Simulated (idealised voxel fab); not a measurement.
This is a process module. Its name is voxel self aligned contacts.
Pictured: cross-section cut, 160 nm wide, on a grid of 5 nm square cells.
The cross-sections in this document take the form of a grid made of square cells. They are written out as bands, in order from top to bottom. Each band consists of one or more rows of cells.
Top, bottom (nm), then materials left to right with widths (nm); lone material tagged "edge to edge" fills the whole band edge to edge; "air" = empty space.
Height 0 is the level under which the wafer as received is all one material. The lowest band goes on downwards, as in "0 and below".
The two numbers in a width such as "30..40" mark its ends across the band: the first belongs to the top row of cells, the second to the bottom row, and from each row to the next the width moves by the same amount.
"identical to before" for a step: no cell of the cross-section changed in that step.
Reported under the label "Enclosed void catalog" are the empty spaces having no open way to the top and comprising 8 cells or more; the notation for each is width x height at distance, in which the distance is measured from the left edge and all three values are in nm.
Whatever follows a step's settings on its line is a remark the simulator itself makes about that step.
The "overlay nm" setting may appear on a step's line; for a step that uses a mask, it gives how far to the right of its planned position the mask lay, and a negative value indicates the left.
**Steps planned for the process**
1) RECEIVE, material Si
2) CONFORMAL_DEP, material SiO2, thk nm 5
3) DIRECTIONAL_DEP, material polySi, thk nm 20
4) DIRECTIONAL_DEP, material SiN, thk nm 20
5) MASKED_ETCH, tone cover, mask id GATE, width nm 30, pitch nm 75, etch materials SiN, depth nm 20, overlay nm 0
6) MASKED_ETCH, tone cover, mask id GATE, width nm 30, pitch nm 75, etch materials polySi, depth nm 20, overlay nm 0
7) CONFORMAL_DEP, material SiN, thk nm 10
8) DIRECTIONAL_ETCH, etch materials SiN, depth nm 10
9) FILL_DEP, material SiO2, thk nm 15
10) CMP, height nm 50
11) PATTERN, tone open, mask id CONTACT, material resist, width nm 55, thk nm 20, overlay nm 0
12) DIRECTIONAL_ETCH, etch materials SiO2, depth nm 50
13) STRIP, etch materials resist
14) CONFORMAL_DEP, material TiN, thk nm 5
15) FILL_DEP, material W, thk nm 10
16) CMP, height nm 50
17) CONFORMAL_DEP, material SiN, thk nm 5
**As-received wafer cross-section (after step 1)**
- 0 and below | Si edge to edge
- Enclosed void catalog: none
**The cross-section shown corresponds to the wafer at the conclusion of the module. The initial structure and the process plan are those presented above; however, one mistake occurred in executing the plan**
- 55 down to 50 | SiN edge to edge
- 50 down to 45 | 50 of SiO2 | 55 of TiN | 55 of SiO2
- 45 down to 25 | 35 of SiN | 10 of SiO2 | 65 of SiN | 10 of SiO2 | 40 of SiN
- 25 down to 5 | polySi edge to edge
- 5 down to 0 | SiO2 edge to edge
- 0 and below | Si edge to edge
- Enclosed void catalog: none
So what did we get wrong on this run? step 5 off recipe, ran as MASKED_ETCH, tone open, mask id GATE, width nm 30, pitch nm 75, etch materials SiN, depth nm 20, overlay nm 0
